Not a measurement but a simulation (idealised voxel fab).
process module | voxel transistor to metal
cross-section cut | 160 nm wide | cells 5 nm
A cross-section is a grid of square cells, given in bands from the top down. A band is one or more rows of cells.
Each band's line starts with the height of the band's top and of its bottom, in nm. Then come its materials from left to right, each with its width in nm. One material with "throughout" fills the band from edge to edge. "air" is empty space.
Height 0 is the level under which the wafer as received is all one material. The lowest band goes on downwards, as in "0 down".
A width such as "30 to 40" changes by the same amount from each row of cells to the next, from the band's top row to its bottom row.
"no change" after a step means that no cell of the cross-section changed.
closed voids: empty space of 8 cells or more with no open way to the top, each as width x height at its distance from the left edge, in nm
after a step's settings: what the simulator itself notes on the step
overlay nm, on a step with a mask: how far to the right of its planned place the mask lay; to the left if negative
plan
1 op RECEIVE | material Si
2 op OXIDIZE | depth nm 5
3 op CONFORMAL_DEP | material SiN | thk nm 10
4 op MASKED_ETCH | tone cover | mask id ACTIVE | width nm 110 | etch materials SiN | depth nm 10 | overlay nm 0
5 op MASKED_ETCH | tone cover | mask id ACTIVE | width nm 110 | etch materials SiO2 | depth nm 5 | overlay nm 0
6 op MASKED_ETCH | tone cover | mask id ACTIVE | width nm 110 | etch materials Si | depth nm 35 | overlay nm 0
7 op FILL_DEP | material SiO2 | thk nm 15
8 op CMP | height nm 10
9 op SELECTIVE_ETCH | etch materials SiO2 | depth nm 5
10 op STRIP | etch materials SiN
11 op SELECTIVE_ETCH | etch materials SiO2 | depth nm 5
12 op OXIDIZE | depth nm 5
13 op DIRECTIONAL_DEP | material polySi | thk nm 30
14 op DIRECTIONAL_DEP | material SiCN | thk nm 15
15 op DIRECTIONAL_DEP | material aC | thk nm 15
16 op PATTERN | tone cover | mask id GATE | material resist | width nm 20 | thk nm 30 | overlay nm 0
17 op DIRECTIONAL_ETCH | etch materials aC | depth nm 15
18 op STRIP | etch materials resist
19 op DIRECTIONAL_ETCH | etch materials SiCN | depth nm 25
20 op DIRECTIONAL_ETCH | etch materials polySi | depth nm 40
21 op STRIP | etch materials aC
22 op CONFORMAL_DEP | material SiO2 | thk nm 5
23 op DIRECTIONAL_ETCH | etch materials SiO2 | depth nm 5
24 op CONFORMAL_DEP | material SiN | thk nm 5
25 op DIRECTIONAL_ETCH | etch materials SiN | depth nm 5
26 op DIRECTIONAL_ETCH | etch materials SiO2 | depth nm 5
27 op DIRECTIONAL_ETCH | etch materials Si | depth nm 10
28 op EPI | material SiGe | thk nm 15
29 op FILL_DEP | material SiO2 | thk nm 5
30 op CMP | height nm 40
31 op DIRECTIONAL_DEP | material SiO2 | thk nm 10
32 op DIRECTIONAL_DEP | material aC | thk nm 10
33 op PATTERN | tone open | mask id CONTACT | material resist | width nm 20 | pitch nm 70 | thk nm 30 | overlay nm 0
34 op DIRECTIONAL_ETCH | etch materials aC | depth nm 10
35 op STRIP | etch materials resist
36 op DIRECTIONAL_ETCH | etch materials SiO2 | depth nm 45
37 op STRIP | etch materials aC
38 op CONFORMAL_DEP | material TiN | thk nm 5
39 op FILL_DEP | material W | thk nm 10
40 op CMP | height nm 50
41 op CONFORMAL_DEP | material SiCN | thk nm 5
42 op DIRECTIONAL_DEP | material lowk | thk nm 15
43 op DIRECTIONAL_DEP | material aC | thk nm 15
44 op PATTERN | tone open | mask id METAL_1 | material resist | width nm 20 | pitch nm 70 | thk nm 35 | overlay nm 0
45 op DIRECTIONAL_ETCH | etch materials aC | depth nm 15
46 op STRIP | etch materials resist
47 op DIRECTIONAL_ETCH | etch materials lowk | depth nm 15
48 op DIRECTIONAL_ETCH | etch materials SiCN | depth nm 5
49 op STRIP | etch materials aC
50 op CONFORMAL_DEP | material TiN | thk nm 5
51 op FILL_DEP | material Cu | thk nm 5
52 op CMP | height nm 70
53 op CONFORMAL_DEP | material SiCN | thk nm 5
54 op DIRECTIONAL_DEP | material SiO2 | thk nm 30
55 op MASKED_ETCH | tone open | mask id METAL_2 | width nm 20 | pitch nm 70 | etch materials SiO2 | depth nm 20 | overlay nm 0
56 op PATTERN | tone open | mask id METAL_2_HOLES | material resist | width nm 15 | pitch nm 70 | thk nm 15 | overlay nm 0
57 op DIRECTIONAL_ETCH | etch materials SiO2 | depth nm 10
58 op DIRECTIONAL_ETCH | etch materials SiCN | depth nm 5
59 op STRIP | etch materials resist
60 op CONFORMAL_DEP | material TiN | thk nm 5
61 op FILL_DEP | material Cu | thk nm 5
62 op CMP | height nm 105
63 op CONFORMAL_DEP | material SiN | thk nm 5
as received, after step 1
  0 down: Si throughout
  closed voids: none
first wafer at the end, as planned
  110 to 105: SiN throughout
  105 to 90: SiO2 35 | TiN 5 | Cu 10 | TiN 5 | SiO2 50 | TiN 5 | Cu 10 | TiN 5 | SiO2 35
  90 to 85: SiO2 35 | TiN 5 | Cu 5 | TiN 10 | SiO2 50 | TiN 5 | Cu 5 | TiN 10 | SiO2 35
  85 to 75: SiO2 35 | TiN 5 | Cu 5 | TiN 5 | SiO2 55 | TiN 5 | Cu 5 | TiN 5 | SiO2 40
  75 to 70: SiCN 35 | TiN 15 | SiCN 55 | TiN 15 | SiCN 40
  70 to 55: lowk 35 | TiN 5 | Cu 10 | TiN 5 | lowk 50 | TiN 5 | Cu 10 | TiN 5 | lowk 35
  55 to 50: SiCN 35 | TiN 20 | SiCN 50 | TiN 20 | SiCN 35
  50 to 40: SiO2 35 | TiN 5 | W 10 | TiN 5 | SiO2 50 | TiN 5 | W 10 | TiN 5 | SiO2 35
  40 to 25: SiO2 35 | TiN 5 | W 10 | TiN 5 | SiO2 5 | SiN 5 | SiO2 5 | SiCN 20 | SiO2 5 | SiN 5 | SiO2 5 | TiN 5 | W 10 | TiN 5 | SiO2 35
  25 to 10: SiO2 35 | TiN 5 | W 10 | TiN 5 | SiO2 5 | SiN 5 | SiO2 5 | polySi 20 | SiO2 5 | SiN 5 | SiO2 5 | TiN 5 | W 10 | TiN 5 | SiO2 35
  10 to 5: SiO2 35 | TiN 20 | SiO2 5 | SiN 5 | SiO2 5 | polySi 20 | SiO2 5 | SiN 5 | SiO2 5 | TiN 20 | SiO2 35
  5 to 0: SiO2 25 | SiGe 35 | SiN 5 | SiO2 5 | polySi 20 | SiO2 5 | SiN 5 | SiGe 35 | SiO2 25
  0 to -5: SiO2 25 | SiN 5 | SiGe 30 | SiN 5 | SiO2 5 | polySi 20 | SiO2 5 | SiN 5 | SiGe 30 | SiN 5 | SiO2 25
  -5 to -10: SiO2 30 | SiGe 30 | SiO2 40 | SiGe 30 | SiO2 30
  -10 to -20: SiO2 25 | Si 5 | SiGe 30 | Si 40 | SiGe 30 | Si 5 | SiO2 25
  -20 to -40: SiO2 25 | Si 110 | SiO2 25
  -40 down: Si throughout
  closed voids: none
second wafer at the end: like start, like plan, one mistake
  110 to 105: aC throughout
  105 to 90: SiO2 35 | TiN 5 | Cu 10 | TiN 5 | SiO2 50 | TiN 5 | Cu 10 | TiN 5 | SiO2 35
  90 to 85: SiO2 35 | TiN 5 | Cu 5 | TiN 10 | SiO2 50 | TiN 5 | Cu 5 | TiN 10 | SiO2 35
  85 to 75: SiO2 35 | TiN 5 | Cu 5 | TiN 5 | SiO2 55 | TiN 5 | Cu 5 | TiN 5 | SiO2 40
  75 to 70: SiCN 35 | TiN 15 | SiCN 55 | TiN 15 | SiCN 40
  70 to 55: lowk 35 | TiN 5 | Cu 10 | TiN 5 | lowk 50 | TiN 5 | Cu 10 | TiN 5 | lowk 35
  55 to 50: SiCN 35 | TiN 20 | SiCN 50 | TiN 20 | SiCN 35
  50 to 40: SiO2 35 | TiN 5 | W 10 | TiN 5 | SiO2 50 | TiN 5 | W 10 | TiN 5 | SiO2 35
  40 to 25: SiO2 35 | TiN 5 | W 10 | TiN 5 | SiO2 5 | SiN 5 | SiO2 5 | SiCN 20 | SiO2 5 | SiN 5 | SiO2 5 | TiN 5 | W 10 | TiN 5 | SiO2 35
  25 to 10: SiO2 35 | TiN 5 | W 10 | TiN 5 | SiO2 5 | SiN 5 | SiO2 5 | polySi 20 | SiO2 5 | SiN 5 | SiO2 5 | TiN 5 | W 10 | TiN 5 | SiO2 35
  10 to 5: SiO2 35 | TiN 20 | SiO2 5 | SiN 5 | SiO2 5 | polySi 20 | SiO2 5 | SiN 5 | SiO2 5 | TiN 20 | SiO2 35
  5 to 0: SiO2 25 | SiGe 35 | SiN 5 | SiO2 5 | polySi 20 | SiO2 5 | SiN 5 | SiGe 35 | SiO2 25
  0 to -5: SiO2 25 | SiN 5 | SiGe 30 | SiN 5 | SiO2 5 | polySi 20 | SiO2 5 | SiN 5 | SiGe 30 | SiN 5 | SiO2 25
  -5 to -10: SiO2 30 | SiGe 30 | SiO2 40 | SiGe 30 | SiO2 30
  -10 to -20: SiO2 25 | Si 5 | SiGe 30 | Si 40 | SiGe 30 | Si 5 | SiO2 25
  -20 to -40: SiO2 25 | Si 110 | SiO2 25
  -40 down: Si throughout
  closed voids: none
what went wrong: step 63 ran as: op CONFORMAL_DEP | material aC | thk nm 5
at the end the second wafer has, in cells: 32 fewer of SiN | 32 more of aC
